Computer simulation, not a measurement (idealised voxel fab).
The name of this process module is voxel self aligned contacts.
Cross-section cut spans 235 nm and uses square cells 5 nm in size.
We lay out every cross-section as a grid of square cells and spell it out in bands from the top down, where one band means one or more rows of cells. For a band, the entry starts with two heights in nm, that of the top and then that of the bottom, and carries on with the band's materials in order from left to right, each alongside its width in nm; the word "everywhere" beside a single material means it fills the band edge to edge, and "blank" means empty space. Heights are reckoned from 0. Under this level, the received wafer is all of one material. The bottommost band is open-ended downward, for example "0 and below". The two numbers in a width such as "30..40" mark its ends across the band: the first belongs to the top row of cells, the second to the bottom row, and from each row to the next the width moves by the same amount. Step note "left unchanged" = no cross-section cell changed. "Trapped cavities" means: voids of 8 cells or more that are shut off from the top with no open way through. Written width x height at distance, distance from the left edge, in nm. Post-settings text on a step line: simulator's own remark regarding the step. overlay nm: how far to the right of its planned place the mask lay on this masked step (negative: to the left).

[Process steps foreseen in the plan]
1: RECEIVE,material Si
2: CONFORMAL_DEP,material SiO2,thk nm 5
3: DIRECTIONAL_DEP,material polySi,thk nm 20
4: DIRECTIONAL_DEP,material SiN,thk nm 20
5: DIRECTIONAL_DEP,material aC,thk nm 10
6: PATTERN,tone cover,mask id GATE,material resist,width nm 35,pitch nm 75,thk nm 25,overlay nm 0
7: DIRECTIONAL_ETCH,etch materials aC,depth nm 10
8: STRIP,etch materials resist
9: DIRECTIONAL_ETCH,etch materials SiN,depth nm 20
10: DIRECTIONAL_ETCH,etch materials polySi,depth nm 20
11: STRIP,etch materials aC
12: CONFORMAL_DEP,material SiN,thk nm 10
13: DIRECTIONAL_ETCH,etch materials SiN,depth nm 10
14: FILL_DEP,material SiO2,thk nm 20
15: CMP,height nm 55
16: PATTERN,tone open,mask id CONTACT,material resist,width nm 60,pitch nm 75,thk nm 15,overlay nm 0
17: DIRECTIONAL_ETCH,etch materials SiO2,depth nm 55
18: STRIP,etch materials resist
19: CONFORMAL_DEP,material TiN,thk nm 5
20: FILL_DEP,material W,thk nm 5
21: CMP,height nm 55
22: CONFORMAL_DEP,material SiN,thk nm 5

[What follows covers the first of two wafers; it ran as planned]

[As-received state of the wafer in cross-section, equivalent to post-step 1]
> 0 and below  Si everywhere
> Trapped cavities: none

[The following cross-section depicts the wafer upon completion of step 2]
> 5 down to 0  SiO2 everywhere
> Everything under 0 stays put, no change at all.

[The following cross-section depicts the wafer upon completion of step 3]
> 25 down to 5  polySi everywhere
> Everything under 5 stays put, no change at all.

[The following cross-section depicts the wafer upon completion of step 4]
> 45 down to 25  SiN everywhere
> Everything under 25 stays put, no change at all.

[The following cross-section depicts the wafer upon completion of step 5]
> 55 down to 45  aC everywhere
> Everything under 45 stays put, no change at all.

[The following cross-section depicts the wafer upon completion of step 6]
> 80 down to 55  blank 25, resist 35, blank 40, resist 35, blank 40, resist 35, blank 25
> Everything under 55 stays put, no change at all.

[The following cross-section depicts the wafer upon completion of step 7]
> 70 down to 55  blank 25, resist 35, blank 40, resist 35, blank 40, resist 35, blank 25
> 55 down to 45  blank 25, aC 35, blank 40, aC 35, blank 40, aC 35, blank 25
> Everything under 45 stays put, no change at all.

[The following cross-section depicts the wafer upon completion of step 8]
> 55 down to 45  blank 25, aC 35, blank 40, aC 35, blank 40, aC 35, blank 25
> Everything under 45 stays put, no change at all.

[The following cross-section depicts the wafer upon completion of step 9]
> 55 down to 45  blank 25, aC 35, blank 40, aC 35, blank 40, aC 35, blank 25
> 45 down to 25  blank 25, SiN 35, blank 40, SiN 35, blank 40, SiN 35, blank 25
> Everything under 25 stays put, no change at all.

[The following cross-section depicts the wafer upon completion of step 10]
> 55 down to 45  blank 25, aC 35, blank 40, aC 35, blank 40, aC 35, blank 25
> 45 down to 25  blank 25, SiN 35, blank 40, SiN 35, blank 40, SiN 35, blank 25
> 25 down to 5  blank 25, polySi 35, blank 40, polySi 35, blank 40, polySi 35, blank 25
> Everything under 5 stays put, no change at all.

[The following cross-section depicts the wafer upon completion of step 11]
> 45 down to 25  blank 25, SiN 35, blank 40, SiN 35, blank 40, SiN 35, blank 25
> Everything under 25 stays put, no change at all.

[The following cross-section depicts the wafer upon completion of step 12]
> 55 down to 25  blank 15, SiN 55, blank 20, SiN 55, blank 20, SiN 55, blank 15
> 25 down to 15  blank 15, SiN 10, polySi 35, SiN 10, blank 20, SiN 10, polySi 35, SiN 10, blank 20, SiN 10, polySi 35, SiN 10, blank 15
> 15 down to 5  SiN 25, polySi 35, SiN 40, polySi 35, SiN 40, polySi 35, SiN 25
> Everything under 5 stays put, no change at all.

[The following cross-section depicts the wafer upon completion of step 13]
> 45 down to 25  blank 15, SiN 55, blank 20, SiN 55, blank 20, SiN 55, blank 15
> 25 down to 5  blank 15, SiN 10, polySi 35, SiN 10, blank 20, SiN 10, polySi 35, SiN 10, blank 20, SiN 10, polySi 35, SiN 10, blank 15
> Everything under 5 stays put, no change at all.

[The following cross-section depicts the wafer upon completion of step 14]
> 65 down to 45  SiO2 everywhere
> 45 down to 25  SiO2 15, SiN 55, SiO2 20, SiN 55, SiO2 20, SiN 55, SiO2 15
> 25 down to 5  SiO2 15, SiN 10, polySi 35, SiN 10, SiO2 20, SiN 10, polySi 35, SiN 10, SiO2 20, SiN 10, polySi 35, SiN 10, SiO2 15
> Everything under 5 stays put, no change at all.

[The following cross-section depicts the wafer upon completion of step 15]
> 55 down to 45  SiO2 everywhere
> Everything under 45 stays put, no change at all.

[The following cross-section depicts the wafer upon completion of step 16]
> 70 down to 55  resist 50, blank 60, resist 15, blank 60, resist 50
> Everything under 55 stays put, no change at all.

[The following cross-section depicts the wafer upon completion of step 17]
> 70 down to 55  resist 50, blank 60, resist 15, blank 60, resist 50
> 55 down to 45  SiO2 50, blank 60, SiO2 15, blank 60, SiO2 50
> 45 down to 25  SiO2 15, SiN 55, blank 20, SiN 55, blank 20, SiN 55, SiO2 15
> 25 down to 5  SiO2 15, SiN 10, polySi 35, SiN 10, blank 20, SiN 10, polySi 35, SiN 10, blank 20, SiN 10, polySi 35, SiN 10, SiO2 15
> 5 down to 0  SiO2 70, blank 20, SiO2 55, blank 20, SiO2 70
> Everything under 0 stays put, no change at all.

[The following cross-section depicts the wafer upon completion of step 18]
> 55 down to 45  SiO2 50, blank 60, SiO2 15, blank 60, SiO2 50
> Everything under 45 stays put, no change at all.

[The following cross-section depicts the wafer upon completion of step 19]
> 60 down to 55  TiN 55, blank 50, TiN 25, blank 50, TiN 55
> 55 down to 45  SiO2 50, TiN 5..25, blank 50..10, TiN 5..25, SiO2 15, TiN 5..25, blank 50..10, TiN 5..25, SiO2 50
> 45 down to 25  SiO2 15, SiN 55, TiN 5, blank 10, TiN 5, SiN 55, TiN 5, blank 10, TiN 5, SiN 55, SiO2 15
> 25 down to 5  SiO2 15, SiN 10, polySi 35, SiN 10, TiN 5, blank 10, TiN 5, SiN 10, polySi 35, SiN 10, TiN 5, blank 10, TiN 5, SiN 10, polySi 35, SiN 10, SiO2 15
> 5 down to 0  SiO2 70, TiN 20, SiO2 55, TiN 20, SiO2 70
> Everything under 0 stays put, no change at all.

[The following cross-section depicts the wafer upon completion of step 20]
> 65 down to 60  W everywhere
> 60 down to 55  TiN 55, W 50, TiN 25, W 50, TiN 55
> 55 down to 45  SiO2 50, TiN 5..25, W 50..10, TiN 5..25, SiO2 15, TiN 5..25, W 50..10, TiN 5..25, SiO2 50
> 45 down to 25  SiO2 15, SiN 55, TiN 5, W 10, TiN 5, SiN 55, TiN 5, W 10, TiN 5, SiN 55, SiO2 15
> 25 down to 5  SiO2 15, SiN 10, polySi 35, SiN 10, TiN 5, W 10, TiN 5, SiN 10, polySi 35, SiN 10, TiN 5, W 10, TiN 5, SiN 10, polySi 35, SiN 10, SiO2 15
> Everything under 5 stays put, no change at all.

[The following cross-section depicts the wafer upon completion of step 21]
> 55 down to 45  SiO2 50, TiN 5..25, W 50..10, TiN 5..25, SiO2 15, TiN 5..25, W 50..10, TiN 5..25, SiO2 50
> Everything under 45 stays put, no change at all.

[The following cross-section depicts the wafer upon completion of step 22]
> 60 down to 55  SiN everywhere
> Everything under 55 stays put, no change at all.

[Wafer two of the pair: same origin, same plan, one error during the run; identical to wafer one up to and including step 1]

[X-section, second wafer, when step 2 was due to finish]
> 20 down to 0  polySi everywhere
> Everything under 0 stays put, no change at all.

[X-section, second wafer, when step 3 was due to finish]
> 25 down to 20  SiO2 everywhere
> Everything under 20 stays put, no change at all.

[X-section, second wafer, when step 4 was due to finish]
> 45 down to 25  SiN everywhere
> Everything under 25 stays put, no change at all.

[X-section, second wafer, when step 5 was due to finish]
> 55 down to 45  aC everywhere
> Everything under 45 stays put, no change at all.

[X-section, second wafer, when step 6 was due to finish]
> 80 down to 55  blank 25, resist 35, blank 40, resist 35, blank 40, resist 35, blank 25
> Everything under 55 stays put, no change at all.

[X-section, second wafer, when step 7 was due to finish]
> 70 down to 55  blank 25, resist 35, blank 40, resist 35, blank 40, resist 35, blank 25
> 55 down to 45  blank 25, aC 35, blank 40, aC 35, blank 40, aC 35, blank 25
> Everything under 45 stays put, no change at all.

[X-section, second wafer, when step 8 was due to finish]
> 55 down to 45  blank 25, aC 35, blank 40, aC 35, blank 40, aC 35, blank 25
> Everything under 45 stays put, no change at all.

[X-section, second wafer, when step 9 was due to finish]
> 55 down to 45  blank 25, aC 35, blank 40, aC 35, blank 40, aC 35, blank 25
> 45 down to 25  blank 25, SiN 35, blank 40, SiN 35, blank 40, SiN 35, blank 25
> Everything under 25 stays put, no change at all.

X-section, second wafer, when step 10 was due to finish: left unchanged

[X-section, second wafer, when step 11 was due to finish]
> 45 down to 25  blank 25, SiN 35, blank 40, SiN 35, blank 40, SiN 35, blank 25
> Everything under 25 stays put, no change at all.

[X-section, second wafer, when step 12 was due to finish]
> 55 down to 35  blank 15, SiN 55, blank 20, SiN 55, blank 20, SiN 55, blank 15
> 35 down to 25  SiN everywhere
> Everything under 25 stays put, no change at all.

[X-section, second wafer, when step 13 was due to finish]
> 45 down to 25  blank 15, SiN 55, blank 20, SiN 55, blank 20, SiN 55, blank 15
> Everything under 25 stays put, no change at all.

[X-section, second wafer, when step 14 was due to finish]
> 65 down to 45  SiO2 everywhere
> 45 down to 25  SiO2 15, SiN 55, SiO2 20, SiN 55, SiO2 20, SiN 55, SiO2 15
> Everything under 25 stays put, no change at all.

[X-section, second wafer, when step 15 was due to finish]
> 55 down to 45  SiO2 everywhere
> Everything under 45 stays put, no change at all.

[X-section, second wafer, when step 16 was due to finish]
> 70 down to 55  resist 50, blank 60, resist 15, blank 60, resist 50
> Everything under 55 stays put, no change at all.

[X-section, second wafer, when step 17 was due to finish]
> 70 down to 55  resist 50, blank 60, resist 15, blank 60, resist 50
> 55 down to 45  SiO2 50, blank 60, SiO2 15, blank 60, SiO2 50
> 45 down to 25  SiO2 15, SiN 55, blank 20, SiN 55, blank 20, SiN 55, SiO2 15
> 25 down to 20  SiO2 70, blank 20, SiO2 55, blank 20, SiO2 70
> Everything under 20 stays put, no change at all.

[X-section, second wafer, when step 18 was due to finish]
> 55 down to 45  SiO2 50, blank 60, SiO2 15, blank 60, SiO2 50
> Everything under 45 stays put, no change at all.

[X-section, second wafer, when step 19 was due to finish]
> 60 down to 55  TiN 55, blank 50, TiN 25, blank 50, TiN 55
> 55 down to 45  SiO2 50, TiN 5..25, blank 50..10, TiN 5..25, SiO2 15, TiN 5..25, blank 50..10, TiN 5..25, SiO2 50
> 45 down to 25  SiO2 15, SiN 55, TiN 5, blank 10, TiN 5, SiN 55, TiN 5, blank 10, TiN 5, SiN 55, SiO2 15
> 25 down to 20  SiO2 70, TiN 20, SiO2 55, TiN 20, SiO2 70
> Everything under 20 stays put, no change at all.

[X-section, second wafer, when step 20 was due to finish]
> 65 down to 60  W everywhere
> 60 down to 55  TiN 55, W 50, TiN 25, W 50, TiN 55
> 55 down to 45  SiO2 50, TiN 5..25, W 50..10, TiN 5..25, SiO2 15, TiN 5..25, W 50..10, TiN 5..25, SiO2 50
> 45 down to 25  SiO2 15, SiN 55, TiN 5, W 10, TiN 5, SiN 55, TiN 5, W 10, TiN 5, SiN 55, SiO2 15
> Everything under 25 stays put, no change at all.

[X-section, second wafer, when step 21 was due to finish]
> 55 down to 45  SiO2 50, TiN 5..25, W 50..10, TiN 5..25, SiO2 15, TiN 5..25, W 50..10, TiN 5..25, SiO2 50
> Everything under 45 stays put, no change at all.

[X-section, second wafer, when step 22 was due to finish]
> 60 down to 55  SiN everywhere
> Everything under 55 stays put, no change at all.
The plan and the run diverged here: step 3 occupied the plan position of step 2, and the converse holds as well
Looking at both finished wafers in cells, the second ends up ahead of or behind the first on some materials: SiN: 48 fewer; SiO2: 24 fewer; TiN: 16 fewer; W: 16 fewer; polySi: 104 more
